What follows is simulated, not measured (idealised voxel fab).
Process module in this document: voxel tone inversion
We display cut, a cross-section 280 nm in width whose square cells are each 5 nm.
Square cells in a grid make up a cross-section in this document, and the grid is given as bands, listed from the top down, each one or more rows of cells. A band entry consists of two parts. The first gives the height of the band's top and the height of its bottom, in nm. The rest lists the band's materials from left to right, each with its width in nm. A single material labelled with the word "all across" fills the band from edge to edge, and the word "blank" marks empty space. The reference from which all heights are counted is 0, the level beneath which the as-received wafer is entirely one material; the lowest band, having no lower bound, proceeds downward and is written after the example "0 and below". Note: "30->40" means the width goes from the first number (top row of the band) to the second number (bottom row) in equal steps per row of cells. A step reported as "nothing different" is a step in which no cell of the cross-section changed. "Listed closed voids": empty spaces of 8 cells or more with no open way to the top, each given as width x height at distance, distance from the left edge, all in nm. Read whatever lies past the settings on a step's line as the simulator's own remark about the step. overlay nm: for a step with a mask, the amount by which the mask lay right of where it was planned; a negative amount means left of it.
### These are the steps we planned for the process
1. op RECEIVE | material Si
2. op CONFORMAL_DEP | material SiCN | thk nm 5
3. op DIRECTIONAL_DEP | material aC | thk nm 15
4. op PATTERN | tone cover | mask id POSTS | material resist | width nm 20 | pitch nm 40 | thk nm 25 | overlay nm 0
5. op DIRECTIONAL_ETCH | etch materials aC | depth nm 15
6. op STRIP | etch materials resist
7. op FILL_DEP | material SiO2 | thk nm 5
8. op CMP | height nm 25
9. op STRIP | etch materials aC
10. op CONFORMAL_DEP | material TiN | thk nm 5
11. op FILL_DEP | material Ru | thk nm 10
12. op CMP | height nm 25
13. op CONFORMAL_DEP | material SiN | thk nm 5
varied across the wafers: thk nm of step 2. The plan shows the first wafer's value. All wafers start alike
### As received, i.e. after step 1: cross-section through the first of several wafers
> 0 and below: Si all across
> Listed closed voids: none
### Quick look at the cross-section of the first of several wafers after step 13, which wraps up the module
> 30 down to 25: SiN all across
> 25 down to 20: SiO2 all across
> 20 down to 5: SiO2=70, then aC=20, then SiO2=20, then aC=20, then SiO2=20, then aC=20, then SiO2=20, then aC=20, then SiO2=70
> 5 down to 0: SiCN all across
> 0 and below: Si all across
> Listed closed voids: none
### End of module: cross-section, last of several wafers
> 30 down to 25: SiN all across
> 25 down to 0: SiCN all across
> 0 and below: Si all across
> Listed closed voids: none
### Every row in this table is a wafer at the end of the module, and it gives, for each of the materials, the cells that wafer has gained (+) or lost (-) since it was received, then its closed voids
thk nm 5, +56 SiCN, +56 SiN, +176 SiO2, +48 aC, Listed closed voids: none
thk nm 10, +16 Ru, +112 SiCN, +56 SiN, +120 SiO2, +32 TiN, Listed closed voids: none
thk nm 15, +8 Ru, +168 SiCN, +56 SiN, +80 SiO2, +24 TiN, Listed closed voids: none
thk nm 20, +224 SiCN, +56 SiN, +40 SiO2, +16 TiN, Listed closed voids: none
thk nm 25, +280 SiCN, +56 SiN, Listed closed voids: none
